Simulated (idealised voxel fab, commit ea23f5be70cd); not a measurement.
Process module, titled voxel wiring stack
Each square cell in cross-section cut measures 5 nm, and the section as a whole is 180 nm wide.
When this document writes out a cross-section, it uses a grid of square cells and lists it as bands, beginning at the top and moving down, with a band standing for one or more rows of cells.
Top height, bottom height, nm. Materials left to right, width each, nm. Single material + "everywhere" = fills band edge to edge. "air" = empty.
Heights are reckoned from 0. Under this level, the received wafer is all of one material. The bottommost band is open-ended downward, for example "z 0 and below".
A width given as "30 to 40" starts at the first number in the band's top row and ends at the second number in its bottom row, shifting by an equal amount at every step from row to row.
"no alterations made" for a step: no cell of the cross-section changed in that step.
Empty spaces counting at least 8 cells and having no open way to the top are listed in "Closed void register". The notation width x height at distance is used for each, the distance being from the left edge and all three values in nm.
Heads up: the bit after the settings on a step's line is the simulator's remark on that step.
overlay nm: mask right of planned place by this much (step with mask). Neg. = left.

**Listed below are the process steps as planned**
1: RECEIVE [material Si]
2: CONFORMAL_DEP [material SiO2] [thk nm 10]
3: DIRECTIONAL_DEP [material TiN] [thk nm 5]
4: DIRECTIONAL_DEP [material W] [thk nm 25]
5: DIRECTIONAL_DEP [material aC] [thk nm 10]
6: PATTERN [tone cover] [mask id METAL_1] [material resist] [width nm 25] [pitch nm 45] [thk nm 30] [overlay nm 0]
7: DIRECTIONAL_ETCH [etch materials aC] [depth nm 10]
8: STRIP [etch materials resist]
9: DIRECTIONAL_ETCH [etch materials W] [depth nm 25]
10: DIRECTIONAL_ETCH [etch materials TiN] [depth nm 5]
11: STRIP [etch materials aC]
12: CONFORMAL_DEP [material SiN] [thk nm 5]
13: FILL_DEP [material lowk] [thk nm 10]
14: CMP [height nm 40]
15: CONFORMAL_DEP [material SiCN] [thk nm 5]
16: DIRECTIONAL_DEP [material lowk] [thk nm 30]
17: DIRECTIONAL_DEP [material aC] [thk nm 15]
18: PATTERN [tone open] [mask id METAL_2_HOLES] [material resist] [width nm 15] [pitch nm 45] [thk nm 35] [overlay nm 0]
19: DIRECTIONAL_ETCH [etch materials aC] [depth nm 15]
20: STRIP [etch materials resist]
21: DIRECTIONAL_ETCH [etch materials lowk] [depth nm 30]
22: STRIP [etch materials aC]
23: DIRECTIONAL_DEP [material aC] [thk nm 15]
24: PATTERN [tone open] [mask id METAL_2] [material resist] [width nm 25] [pitch nm 45] [thk nm 30] [overlay nm 0]
25: DIRECTIONAL_ETCH [etch materials aC] [depth nm 15]
26: STRIP [etch materials resist]
27: DIRECTIONAL_ETCH [etch materials lowk] [depth nm 20]
28: DIRECTIONAL_ETCH [etch materials SiCN] [depth nm 5]
29: STRIP [etch materials aC]
30: CONFORMAL_DEP [material TiN] [thk nm 5]
31: FILL_DEP [material Cu] [thk nm 5]
32: CMP [height nm 75]
33: CONFORMAL_DEP [material SiCN] [thk nm 5]
34: DIRECTIONAL_DEP [material lowk] [thk nm 25]
35: DIRECTIONAL_DEP [material aC] [thk nm 10]
36: PATTERN [tone open] [mask id METAL_3_HOLES] [material resist] [width nm 15] [thk nm 25] [overlay nm 0]
37: DIRECTIONAL_ETCH [etch materials aC] [depth nm 10]
38: STRIP [etch materials resist]
39: DIRECTIONAL_ETCH [etch materials lowk] [depth nm 25]
40: STRIP [etch materials aC]
41: PATTERN [tone open] [mask id METAL_3] [material resist] [width nm 25] [pitch nm 45] [thk nm 20] [overlay nm 0]
42: DIRECTIONAL_ETCH [etch materials lowk] [depth nm 15]
43: DIRECTIONAL_ETCH [etch materials SiCN] [depth nm 5]
44: STRIP [etch materials resist]
45: CONFORMAL_DEP [material TiN] [thk nm 5]
46: FILL_DEP [material Cu] [thk nm 10]
47: CMP [height nm 105]
48: CONFORMAL_DEP [material SiCN] [thk nm 5]
49: DIRECTIONAL_DEP [material SiO2] [thk nm 25]
50: MASKED_ETCH [tone open] [mask id METAL_4_HOLES] [width nm 15] [etch materials SiO2] [depth nm 25] [overlay nm 0]
51: DIRECTIONAL_DEP [material aC] [thk nm 15]
52: PATTERN [tone open] [mask id METAL_4] [material resist] [width nm 25] [pitch nm 45] [thk nm 35] [overlay nm 0]
53: DIRECTIONAL_ETCH [etch materials aC] [depth nm 15]
54: STRIP [etch materials resist]
55: DIRECTIONAL_ETCH [etch materials SiO2] [depth nm 15]
56: DIRECTIONAL_ETCH [etch materials SiCN] [depth nm 5]
57: STRIP [etch materials aC]
58: CONFORMAL_DEP [material TiN] [thk nm 5]
59: FILL_DEP [material Cu] [thk nm 5]
60: CMP [height nm 135]
61: CONFORMAL_DEP [material SiCN] [thk nm 5]

**Wafer at receipt (post step 1), cross-section**
z 0 and below = Si everywhere
Closed void register: none

**The cross-section shown corresponds to the wafer at the conclusion of the module. The initial structure and the process plan are those presented above; however, one mistake occurred in executing the plan**
z 140 to 135 = SiCN everywhere
z 135 to 125 = 55 of SiO2 / 5 of TiN / 15 of Cu / 5 of TiN / 20 of SiO2 / 5 of TiN / 15 of Cu / 5 of TiN / 55 of SiO2
z 125 to 120 = 55 of SiO2 / 5 of TiN / 5 of Cu / 15 of TiN / 20 of SiO2 / 25 of TiN / 55 of SiO2
z 120 to 110 = 55 of SiO2 / 5 of TiN / 5 of Cu / 5 of TiN / 110 of SiO2
z 110 to 105 = 55 of SiCN / 15 of TiN / 110 of SiCN
z 105 to 95 = 55 of lowk / 5 of TiN / 15 of Cu / 5 of TiN / 20 of lowk / 5 of TiN / 15 of Cu / 5 of TiN / 55 of lowk
z 95 to 90 = 55 of lowk / 5 of TiN / 5 of Cu / 15 of TiN / 20 of lowk / 25 of TiN / 55 of lowk
z 90 to 80 = 55 of lowk / 5 of TiN / 5 of Cu / 5 of TiN / 110 of lowk
z 80 to 75 = 55 of SiCN / 15 of TiN / 110 of SiCN
z 75 to 70 = Cu everywhere
z 70 to 65 = 60 of TiN / 15 of Cu / 30 of TiN / 15 of Cu / 60 of TiN
z 65 to 45 = 55 of lowk / 5 of TiN / 15 of Cu / 5 of TiN / 20 of lowk / 5 of TiN / 15 of Cu / 5 of TiN / 55 of lowk
z 45 to 40 = 55 of SiCN / 25 of TiN / 20 of SiCN / 25 of TiN / 55 of SiCN
z 40 to 15 = 50 of lowk / 5 of SiN / 25 of W / 5 of SiN / 10 of lowk / 5 of SiN / 25 of W / 5 of SiN / 50 of lowk
z 15 to 10 = 55 of SiN / 25 of TiN / 20 of SiN / 25 of TiN / 55 of SiN
z 10 to 0 = SiO2 everywhere
z 0 and below = Si everywhere
Closed void register: none
Want to know what went wrong? for step 16, the planned setting was not used; the step was instead run as DIRECTIONAL_DEP [material lowk] [thk nm 20]
